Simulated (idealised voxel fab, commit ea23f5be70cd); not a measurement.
Process module name: voxel released beams
Shown is cross-section cut, with a width of 205 nm and square cells of size 5 nm.
Think of the cross-section as a grid of square cells. We describe it in bands, top to bottom, and each band covers one or more rows of those cells. Band: top height; bottom height; in nm. Then, left to right: material with width in nm, for each material. "edge to edge": a single material spanning edge to edge. "blank": empty space. Heights from 0 (as-received wafer is one material below). Bottom band endless downward, as "0 down". Per-row width for "30->40": begins at first number (top row of band), ends at second number (bottom row), increment between rows held constant. A step reported as "changes: none" is a step in which no cell of the cross-section changed. Entry "closed voids". Content: empty spaces with no open connection to the top, size 8 cells or greater. Each: width x height at distance. Distance: from left edge. Unit: nm. after a step's settings: what the simulator itself notes on the step. Regarding "overlay nm": on a step with a mask, it is the distance the mask lay to the right of its planned place; a negative value places it to the left.

[Set out below are the planned steps of the process]
1. RECEIVE (material Si)
2. CONFORMAL_DEP (material SiN; thk nm 10)
3. DIRECTIONAL_DEP (material SiO2; thk nm 15)
4. MASKED_ETCH (tone open; mask id ANCHOR; width nm 45; etch materials SiO2; depth nm 15; overlay nm 0)
5. CONFORMAL_DEP (material TiN; thk nm 15)
6. MASKED_ETCH (tone cover; mask id BEAM; width nm 95; etch materials TiN; depth nm 15; overlay nm 0)
7. STRIP (etch materials SiO2)

[Wafer, first of two, run as planned]

[Cross-section of the wafer upon arrival, representing the state reached after step 1]
    0 down = Si edge to edge
    closed voids: none

[Sectional view: wafer, after step 2]
    10 to 0 = SiN edge to edge
    Note: structure below 0 unchanged.

[Sectional view: wafer, after step 3]
    25 to 10 = SiO2 edge to edge
    Note: structure below 10 unchanged.

[Sectional view: wafer, after step 4]
    25 to 10 = 55 of SiO2, 45 of blank, 105 of SiO2
    Note: structure below 10 unchanged.

[Sectional view: wafer, after step 5]
    40 to 25 = 70 of TiN, 15 of blank, 120 of TiN
    25 to 10 = 55 of SiO2, 45 of TiN, 105 of SiO2
    Note: structure below 10 unchanged.

[Sectional view: wafer, after step 6]
    40 to 25 = 50 of blank, 20 of TiN, 15 of blank, 60 of TiN, 60 of blank
    Note: structure below 25 unchanged.

[Sectional view: wafer, after step 7]
    40 to 25 = 50 of blank, 20 of TiN, 15 of blank, 60 of TiN, 60 of blank
    25 to 10 = 55 of blank, 45 of TiN, 105 of blank
    Note: structure below 10 unchanged.

[The second wafer was prepared from the same starting point and under the same plan as the first; its processing contained one mistake, and it remains indistinguishable from the first wafer up to and including step 1]

[Cross-section of the second wafer at the time step 2 of the plan should have ended]
    15 to 0 = SiO2 edge to edge
    Note: structure below 0 unchanged.

[Cross-section of the second wafer at the time step 3 of the plan should have ended]
    25 to 15 = SiN edge to edge
    Note: structure below 15 unchanged.

Cross-section of the second wafer at the time step 4 of the plan should have ended: changes: none

[Cross-section of the second wafer at the time step 5 of the plan should have ended]
    40 to 25 = TiN edge to edge
    Note: structure below 25 unchanged.

[Cross-section of the second wafer at the time step 6 of the plan should have ended]
    40 to 25 = 50 of blank, 95 of TiN, 60 of blank
    Note: structure below 25 unchanged.

Cross-section of the second wafer at the time step 7 of the plan should have ended: changes: none
Heads up, the wafer didn't run the way we planned it: so 2 and 3 got swapped relative to the plan, each ran where the other was supposed to
Counted in cells at the end, the second wafer holds more or fewer of these materials than the first: 123 more of SiO2; 18 fewer of TiN
